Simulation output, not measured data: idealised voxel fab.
Documented hereafter: the process module known as voxel self aligned vias.
Section shown: cut. Width: 235 nm. Cell size: 5 nm, square.
Format of a cross-section: grid, square cells. Given as bands. Order: top down. Band: one or more rows of cells.
In this notation a band is specified by the heights of its top and bottom, in that order and in nm, after which its materials appear from left to right, each paired with its width in nm. The word "full width" attached to a single material means that material fills the band from edge to edge; the word "air" stands for empty space.
We count height from 0. Below that, the starting wafer is all one material. The lowest band never ends at the bottom but goes on down; see "0 and below" for how that is written.
Note: "30 to 40" means the width goes from the first number (top row of the band) to the second number (bottom row) in equal steps per row of cells.
Where a step carries "no change occurred", the cross-section came out of it unchanged, cell for cell.
You'll see "Closed cavities" listing empty spaces that have no way open to the top, as long as they're 8 cells or more; the notation is width x height at distance, where the distance is from the left edge, and all of it is in nm.
What comes after the settings on a step's line is commentary from the simulator itself on that step.
The line of a step may include "overlay nm". On a step with a mask, this value is how far to the right of its planned place the mask lay. A negative value means the mask lay to the left.
## Set out below are the planned steps of the process
1. RECEIVE: material Si
2. CONFORMAL_DEP: material SiO2, thk nm 10
3. CONFORMAL_DEP: material SiCN, thk nm 5
4. DIRECTIONAL_DEP: material SiO2, thk nm 20
5. MASKED_ETCH: tone open, mask id LINES, width nm 25, pitch nm 70, etch materials SiO2, depth nm 20, overlay nm 0
6. CONFORMAL_DEP: material TiN, thk nm 5
7. FILL_DEP: material W, thk nm 10
8. CMP: height nm 35
9. SELECTIVE_ETCH: etch materials W Ru TiN, depth nm 5
10. FILL_DEP: material SiN, thk nm 5
11. CMP: height nm 35
12. DIRECTIONAL_DEP: material SiO2, thk nm 15
13. MASKED_ETCH: tone open, mask id VIAS, width nm 45, pitch nm 70, etch materials SiO2, depth nm 15, overlay nm 0
14. MASKED_ETCH: tone open, mask id VIAS, width nm 45, pitch nm 70, etch materials SiN, depth nm 5, overlay nm 0
15. CONFORMAL_DEP: material TiN, thk nm 5
16. FILL_DEP: material W, thk nm 10
17. CMP: height nm 50
18. CONFORMAL_DEP: material SiN, thk nm 5
## Here's what the wafer looked like in cross-section when it arrived - that's after step 1
  0 and below  Si full width
  Closed cavities: none
## First of two wafers, end-of-module section, run followed plan
  55 down to 50  SiN full width
  50 down to 40  SiO2 60 nm  TiN 5 nm  W 35 nm  TiN 5 nm  SiO2 25 nm  TiN 5 nm  W 35 nm  TiN 5 nm  SiO2 60 nm
  40 down to 35  SiO2 60 nm  TiN 15 nm  W 15 nm  TiN 15 nm  SiO2 25 nm  TiN 15 nm  W 15 nm  TiN 15 nm  SiO2 60 nm
  35 down to 30  SiO2 70 nm  TiN 25 nm  SiO2 45 nm  TiN 25 nm  SiO2 70 nm
  30 down to 20  SiO2 70 nm  TiN 5 nm  W 15 nm  TiN 5 nm  SiO2 45 nm  TiN 5 nm  W 15 nm  TiN 5 nm  SiO2 70 nm
  20 down to 15  SiO2 70 nm  TiN 25 nm  SiO2 45 nm  TiN 25 nm  SiO2 70 nm
  15 down to 10  SiCN full width
  10 down to 0  SiO2 full width
  0 and below  Si full width
  Closed cavities: none
## The second wafer, shown in cross-section after the module: started the same way as the first and given the same plan, yet one mistake crept into how it was run
  55 down to 50  SiN full width
  50 down to 40  SiO2 60 nm  TiN 5 nm  W 35 nm  TiN 5 nm  SiO2 25 nm  TiN 5 nm  W 35 nm  TiN 5 nm  SiO2 60 nm
  40 down to 35  SiO2 60 nm  TiN 15 nm  W 15 nm  TiN 15 nm  SiO2 25 nm  TiN 15 nm  W 15 nm  TiN 15 nm  SiO2 60 nm
  35 down to 30  SiO2 70 nm  TiN 25 nm  SiO2 45 nm  TiN 25 nm  SiO2 70 nm
  30 down to 20  SiO2 70 nm  TiN 5 nm  W 15 nm  TiN 5 nm  SiO2 45 nm  TiN 5 nm  W 15 nm  TiN 5 nm  SiO2 70 nm
  20 down to 15  SiO2 70 nm  TiN 25 nm  SiO2 45 nm  TiN 25 nm  SiO2 70 nm
  15 down to 10  TiN full width
  10 down to 0  SiO2 full width
  0 and below  Si full width
  Closed cavities: none
Heads up, the wafer didn't run the way we planned it: step 3 was processed under conditions differing from the plan, specifically as CONFORMAL_DEP: material TiN, thk nm 5
Once processing is complete, comparing cell counts shows that the second wafer has more or fewer of certain materials than the first: 47 fewer of SiCN; 47 more of TiN
